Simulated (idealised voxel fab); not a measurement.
You're looking at the process module voxel released beams.
Each square cell in cross-section cut measures 5 nm, and the section as a whole is 280 nm wide.
Bands, listed from the top down, are how a cross-section gets written in this document; the cross-section itself is a grid of square cells, and a band is one or more rows of them. For a band, the entry starts with two heights in nm, that of the top and then that of the bottom, and carries on with the band's materials in order from left to right, each alongside its width in nm; the word "edge to edge" beside a single material means it fills the band edge to edge, and "blank" means empty space. Zero point of the height axis is 0; under it, received wafer = one material. Lowest band: continues down indefinitely, "0 -> down". So if you see something like "30..40" for the width, read it as the top row of the band sitting at the first number and the bottom row at the second, with every row in between moving by the same amount as the last. "left unchanged" -> step changed no cross-section cell. The entry "Trapped void list" lists the empty spaces that cover at least 8 cells and have no open path to the top. Each is written as width x height at distance, where the distance is measured from the left edge and all three values are in nm. after a step's settings: what the simulator itself notes on the step. "overlay nm" on a masked step: distance the mask lay right of its planned place, negative for left.

**Listed below are the process steps as planned**
1. RECEIVE with material Si
2. CONFORMAL_DEP with material SiN, thk nm 5
3. DIRECTIONAL_DEP with material SiO2, thk nm 20
4. PATTERN with tone open, mask id ANCHOR, material resist, width nm 30, thk nm 15, overlay nm 0
5. DIRECTIONAL_ETCH with etch materials SiO2, depth nm 20
6. STRIP with etch materials resist
7. CONFORMAL_DEP with material TiN, thk nm 10
8. DIRECTIONAL_DEP with material aC, thk nm 10
9. PATTERN with tone cover, mask id BEAM, material resist, width nm 105, thk nm 30, overlay nm 0
10. DIRECTIONAL_ETCH with etch materials aC, depth nm 10
11. STRIP with etch materials resist
12. DIRECTIONAL_ETCH with etch materials TiN, depth nm 10
13. STRIP with etch materials aC
14. STRIP with etch materials SiO2

**Delivered wafer in cross-section: state after step 1**
> 0 -> down | Si edge to edge
> Trapped void list: none

**Cross-section, end of module. Start: as above. Plan: as above. Execution: one mistake**
> 40 -> 30 | blank 85  TiN 105  blank 90
> 30 -> 25 | TiN edge to edge
> 25 -> 5 | SiO2 90  TiN 30  SiO2 160
> 5 -> 0 | SiN edge to edge
> 0 -> down | Si edge to edge
> Trapped void list: none
What was done differently from what was planned? step 7 was processed under conditions differing from the plan, specifically as CONFORMAL_DEP with material TiN, thk nm 15
